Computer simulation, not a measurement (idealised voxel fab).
Herein follows the process module entitled voxel self aligned vias.
Shown is cross-section cut, with a width of 175 nm and square cells of size 5 nm.
For the purposes of this document, a cross-section shall be understood as a grid of square cells, specified as bands listed in top-to-bottom order, each band consisting of one or more rows of cells.
The band entry comprises the height of the band's top followed by the height of its bottom, expressed in nm, and subsequently the band's materials from left to right, each stated together with its width in nm. Where a single material is marked with the word "edge to edge", that material fills the band from edge to edge. The word "empty" represents empty space.
Counting heights begins at 0, where everything beneath is, in the wafer as received, one material. The lowest band has no bottom; it goes on downwards, as "0 down" shows.
Think of "30..40" as a width that walks from the first number to the second as you go down the band, top row to bottom row, taking equal-sized steps from row to row.
Given "no modifications" for a step, no cell of the cross-section differs between before and after that step.
Reported under the label "Cavities, sealed" are the empty spaces having no open way to the top and comprising 8 cells or more; the notation for each is width x height at distance, in which the distance is measured from the left edge and all three values are in nm.
after a step's settings: what the simulator itself notes on the step
A step's line can hold "overlay nm"; with a mask on that step, the setting says how far right of the planned place the mask lay, while a negative setting says it lay to the left.

### Process steps - plan
1: RECEIVE (material Si)
2: CONFORMAL_DEP (material SiO2; thk nm 15)
3: CONFORMAL_DEP (material SiCN; thk nm 5)
4: DIRECTIONAL_DEP (material lowk; thk nm 30)
5: DIRECTIONAL_DEP (material aC; thk nm 15)
6: PATTERN (tone open; mask id LINES; material resist; width nm 25; pitch nm 65; thk nm 35; overlay nm 0)
7: DIRECTIONAL_ETCH (etch materials aC; depth nm 15)
8: STRIP (etch materials resist)
9: DIRECTIONAL_ETCH (etch materials lowk; depth nm 30)
10: STRIP (etch materials aC)
11: CONFORMAL_DEP (material TiN; thk nm 5)
12: FILL_DEP (material W; thk nm 5)
13: CMP (height nm 50)
14: SELECTIVE_ETCH (etch materials W Ru TiN; depth nm 10)
15: FILL_DEP (material SiN; thk nm 10)
16: CMP (height nm 50)
17: DIRECTIONAL_DEP (material lowk; thk nm 20)
18: DIRECTIONAL_DEP (material aC; thk nm 10)
19: PATTERN (tone open; mask id VIAS; material resist; width nm 35; thk nm 30; overlay nm 0)
20: DIRECTIONAL_ETCH (etch materials aC; depth nm 10)
21: STRIP (etch materials resist)
22: DIRECTIONAL_ETCH (etch materials lowk; depth nm 20)
23: DIRECTIONAL_ETCH (etch materials SiN; depth nm 10)
24: STRIP (etch materials aC)
25: CONFORMAL_DEP (material TiN; thk nm 5)
26: FILL_DEP (material W; thk nm 10)
27: CMP (height nm 70)
28: CONFORMAL_DEP (material SiN; thk nm 5)

### Step 1 complete: cross-section of the wafer as received
> 0 down | Si edge to edge
> Cavities, sealed: none

### first wafer at the end, as planned
> 75 to 70 | SiN edge to edge
> 70 to 55 | lowk=35  TiN=5  W=25  TiN=5  lowk=105
> 55 to 50 | lowk=35  TiN=10  W=15  TiN=10  lowk=105
> 50 to 45 | lowk=40  TiN=5  W=15  TiN=5  lowk=40  SiN=25  lowk=45
> 45 to 40 | lowk=40  TiN=25  lowk=40  SiN=25  lowk=45
> 40 to 25 | lowk=40  TiN=5  W=15  TiN=5  lowk=40  TiN=5  W=15  TiN=5  lowk=45
> 25 to 20 | lowk=40  TiN=25  lowk=40  TiN=25  lowk=45
> 20 to 15 | SiCN edge to edge
> 15 to 0 | SiO2 edge to edge
> 0 down | Si edge to edge
> Cavities, sealed: none

### Wafer two, sectioned after the module: the first wafer's start, the first wafer's plan, and one mistake in how it was run
> 75 to 70 | SiN edge to edge
> 70 to 55 | lowk=45  TiN=5  W=25  TiN=5  lowk=95
> 55 to 50 | lowk=45  TiN=5  W=10  TiN=20  lowk=95
> 50 to 45 | lowk=40  SiN=5  TiN=5  W=10  TiN=5  lowk=40  SiN=25  lowk=45
> 45 to 40 | lowk=40  SiN=5  TiN=20  lowk=40  SiN=25  lowk=45
> 40 to 25 | lowk=40  TiN=5  W=15  TiN=5  lowk=40  TiN=5  W=15  TiN=5  lowk=45
> 25 to 20 | lowk=40  TiN=25  lowk=40  TiN=25  lowk=45
> 20 to 15 | SiCN edge to edge
> 15 to 0 | SiO2 edge to edge
> 0 down | Si edge to edge
> Cavities, sealed: none
Heads up, the wafer didn't run the way we planned it: step 19 changed vs plan, executed as PATTERN (tone open; mask id VIAS; material resist; width nm 35; thk nm 30; overlay nm 10)
At the finish, the second wafer shows more or fewer cells for some materials than the first does: SiN +2 | W -2
